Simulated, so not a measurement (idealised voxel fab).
process module | voxel self aligned vias
cross-section cut | 205 nm wide | cells 5 nm
A cross-section is a grid of square cells, given in bands from the top down. A band is one or more rows of cells.
Each band's line starts with the height of the band's top and of its bottom, in nm. Then come its materials from left to right, each with its width in nm. One material with "throughout" fills the band from edge to edge. "air" is empty space.
Height 0 is the level under which the wafer as received is all one material. The lowest band goes on downwards, as in "0 down".
A width such as "30 to 40" changes by the same amount from each row of cells to the next, from the band's top row to its bottom row.
"no change" after a step means that no cell of the cross-section changed.
closed voids: empty space of 8 cells or more with no open way to the top, each as width x height at its distance from the left edge, in nm
after a step's settings: what the simulator itself notes on the step
overlay nm, on a step with a mask: how far to the right of its planned place the mask lay; to the left if negative
plan
1 op RECEIVE | material Si
2 op CONFORMAL_DEP | material SiO2 | thk nm 15
3 op CONFORMAL_DEP | material SiCN | thk nm 5
4 op DIRECTIONAL_DEP | material SiO2 | thk nm 20
5 op PATTERN | tone open | mask id LINES | material resist | width nm 25 | pitch nm 60 | thk nm 20 | overlay nm 0
6 op DIRECTIONAL_ETCH | etch materials SiO2 | depth nm 20
7 op STRIP | etch materials resist
8 op CONFORMAL_DEP | material TiN | thk nm 5
9 op FILL_DEP | material Ru | thk nm 5
10 op CMP | height nm 40
11 op SELECTIVE_ETCH | etch materials W Ru TiN | depth nm 5
12 op FILL_DEP | material SiN | thk nm 5
13 op CMP | height nm 40
14 op DIRECTIONAL_DEP | material SiO2 | thk nm 15
15 op MASKED_ETCH | tone open | mask id VIAS | width nm 45 | pitch nm 60 | etch materials SiO2 | depth nm 15 | overlay nm 0
16 op MASKED_ETCH | tone open | mask id VIAS | width nm 45 | pitch nm 60 | etch materials SiN | depth nm 5 | overlay nm 0
17 op CONFORMAL_DEP | material TiN | thk nm 5
18 op FILL_DEP | material W | thk nm 5
19 op CMP | height nm 55
20 op CONFORMAL_DEP | material SiN | thk nm 5
first wafer, as planned
as received, after step 1
  0 down: Si throughout
  closed voids: none
after step 2
  15 to 0: SiO2 throughout
  below 0: unchanged
after step 3
  20 to 15: SiCN throughout
  below 15: unchanged
after step 4
  40 to 20: SiO2 throughout
  below 20: unchanged
after step 5
  60 to 40: resist 30 | air 25 | resist 35 | air 25 | resist 35 | air 25 | resist 30
  below 40: unchanged
after step 6
  60 to 40: resist 30 | air 25 | resist 35 | air 25 | resist 35 | air 25 | resist 30
  40 to 20: SiO2 30 | air 25 | SiO2 35 | air 25 | SiO2 35 | air 25 | SiO2 30
  below 20: unchanged
after step 7
  40 to 20: SiO2 30 | air 25 | SiO2 35 | air 25 | SiO2 35 | air 25 | SiO2 30
  below 20: unchanged
after step 8
  45 to 40: TiN 35 | air 15 | TiN 45 | air 15 | TiN 45 | air 15 | TiN 35
  40 to 25: SiO2 30 | TiN 5 | air 15 | TiN 5 | SiO2 35 | TiN 5 | air 15 | TiN 5 | SiO2 35 | TiN 5 | air 15 | TiN 5 | SiO2 30
  25 to 20: SiO2 30 | TiN 25 | SiO2 35 | TiN 25 | SiO2 35 | TiN 25 | SiO2 30
  below 20: unchanged
after step 9
  50 to 45: Ru throughout
  45 to 40: TiN 35 | Ru 15 | TiN 45 | Ru 15 | TiN 45 | Ru 15 | TiN 35
  40 to 25: SiO2 30 | TiN 5 | Ru 15 | TiN 5 | SiO2 35 | TiN 5 | Ru 15 | TiN 5 | SiO2 35 | TiN 5 | Ru 15 | TiN 5 | SiO2 30
  below 25: unchanged
after step 10
  40 to 25: SiO2 30 | TiN 5 | Ru 15 | TiN 5 | SiO2 35 | TiN 5 | Ru 15 | TiN 5 | SiO2 35 | TiN 5 | Ru 15 | TiN 5 | SiO2 30
  below 25: unchanged
after step 11
  40 to 35: SiO2 30 | air 25 | SiO2 35 | air 25 | SiO2 35 | air 25 | SiO2 30
  below 35: unchanged
after step 12
  45 to 40: SiN throughout
  40 to 35: SiO2 30 | SiN 25 | SiO2 35 | SiN 25 | SiO2 35 | SiN 25 | SiO2 30
  below 35: unchanged
after step 13
  40 to 35: SiO2 30 | SiN 25 | SiO2 35 | SiN 25 | SiO2 35 | SiN 25 | SiO2 30
  below 35: unchanged
after step 14
  55 to 40: SiO2 throughout
  below 40: unchanged
after step 15
  55 to 40: SiO2 20 | air 45 | SiO2 15 | air 45 | SiO2 15 | air 45 | SiO2 20
  below 40: unchanged
after step 16
  55 to 40: SiO2 20 | air 45 | SiO2 15 | air 45 | SiO2 15 | air 45 | SiO2 20
  40 to 35: SiO2 30 | air 25 | SiO2 35 | air 25 | SiO2 35 | air 25 | SiO2 30
  below 35: unchanged
after step 17
  60 to 55: TiN 25 | air 35 | TiN 25 | air 35 | TiN 25 | air 35 | TiN 25
  55 to 45: SiO2 20 | TiN 5 | air 35 | TiN 5 | SiO2 15 | TiN 5 | air 35 | TiN 5 | SiO2 15 | TiN 5 | air 35 | TiN 5 | SiO2 20
  45 to 40: SiO2 20 | TiN 15 | air 15 | TiN 15 | SiO2 15 | TiN 15 | air 15 | TiN 15 | SiO2 15 | TiN 15 | air 15 | TiN 15 | SiO2 20
  40 to 35: SiO2 30 | TiN 25 | SiO2 35 | TiN 25 | SiO2 35 | TiN 25 | SiO2 30
  below 35: unchanged
after step 18
  65 to 60: W throughout
  60 to 55: TiN 25 | W 35 | TiN 25 | W 35 | TiN 25 | W 35 | TiN 25
  55 to 45: SiO2 20 | TiN 5 | W 35 | TiN 5 | SiO2 15 | TiN 5 | W 35 | TiN 5 | SiO2 15 | TiN 5 | W 35 | TiN 5 | SiO2 20
  45 to 40: SiO2 20 | TiN 15 | W 15 | TiN 15 | SiO2 15 | TiN 15 | W 15 | TiN 15 | SiO2 15 | TiN 15 | W 15 | TiN 15 | SiO2 20
  below 40: unchanged
after step 19
  55 to 45: SiO2 20 | TiN 5 | W 35 | TiN 5 | SiO2 15 | TiN 5 | W 35 | TiN 5 | SiO2 15 | TiN 5 | W 35 | TiN 5 | SiO2 20
  below 45: unchanged
after step 20
  60 to 55: SiN throughout
  below 55: unchanged
second wafer: like start, like plan, one mistake. Through step 17 it matches the first wafer
when step 18 should have ended
  65 to 60: SiN throughout
  60 to 55: TiN 25 | SiN 35 | TiN 25 | SiN 35 | TiN 25 | SiN 35 | TiN 25
  55 to 45: SiO2 20 | TiN 5 | SiN 35 | TiN 5 | SiO2 15 | TiN 5 | SiN 35 | TiN 5 | SiO2 15 | TiN 5 | SiN 35 | TiN 5 | SiO2 20
  45 to 40: SiO2 20 | TiN 15 | SiN 15 | TiN 15 | SiO2 15 | TiN 15 | SiN 15 | TiN 15 | SiO2 15 | TiN 15 | SiN 15 | TiN 15 | SiO2 20
  below 40: unchanged
when step 19 should have ended
  55 to 45: SiO2 20 | TiN 5 | SiN 35 | TiN 5 | SiO2 15 | TiN 5 | SiN 35 | TiN 5 | SiO2 15 | TiN 5 | SiN 35 | TiN 5 | SiO2 20
  below 45: unchanged
when step 20 should have ended
  60 to 55: SiN throughout
  below 55: unchanged
what went wrong: step 18 ran as: op FILL_DEP | material SiN | thk nm 5
at the end the second wafer has, in cells: 51 more of SiN | 51 fewer of W
